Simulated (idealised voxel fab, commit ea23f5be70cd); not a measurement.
process module | voxel local oxidation
cross-section cut | 155 nm wide | cells 5 nm
A cross-section is a grid of square cells, given in bands from the top down. A band is one or more rows of cells.
Each band's line starts with the height of the band's top and of its bottom, in nm. Then come its materials from left to right, each with its width in nm. One material with "throughout" fills the band from edge to edge. "air" is empty space.
Height 0 is the level under which the wafer as received is all one material. The lowest band goes on downwards, as in "0 down".
A width such as "30 to 40" changes by the same amount from each row of cells to the next, from the band's top row to its bottom row.
"no change" after a step means that no cell of the cross-section changed.
closed voids: empty space of 8 cells or more with no open way to the top, each as width x height at its distance from the left edge, in nm
after a step's settings: what the simulator itself notes on the step
overlay nm, on a step with a mask: how far to the right of its planned place the mask lay; to the left if negative
plan
1 op RECEIVE | material Si
2 op CONFORMAL_DEP | material SiO2 | thk nm 5
3 op CONFORMAL_DEP | material SiN | thk nm 10
4 op DIRECTIONAL_DEP | material aC | thk nm 15
5 op PATTERN | tone cover | mask id ACTIVE | material resist | width nm 90 | thk nm 35 | overlay nm 0
6 op DIRECTIONAL_ETCH | etch materials aC | depth nm 15
7 op STRIP | etch materials resist
8 op DIRECTIONAL_ETCH | etch materials SiN | depth nm 10
9 op STRIP | etch materials aC
10 op SELECTIVE_ETCH | etch materials SiO2 | depth nm 5
11 op OXIDIZE | depth nm 10
12 op STRIP | etch materials SiN
as received, after step 1
  0 down: Si throughout
  closed voids: none
first wafer at the end, as planned
  5 to 0: air 35 | SiO2 80 | air 40
  0 to -10: SiO2 45 | Si 60 | SiO2 50
  -10 down: Si throughout
  closed voids: none
second wafer at the end: like start, like plan, one mistake
  5 to 0: air 30 | SiO2 90 | air 35
  0 to -10: SiO2 40 | Si 70 | SiO2 45
  -10 down: Si throughout
  closed voids: none
what went wrong: step 5 ran as: op PATTERN | tone cover | mask id ACTIVE | material resist | width nm 100 | thk nm 35 | overlay nm 0
at the end the second wafer has, in cells: 4 more of Si | 2 fewer of SiO2
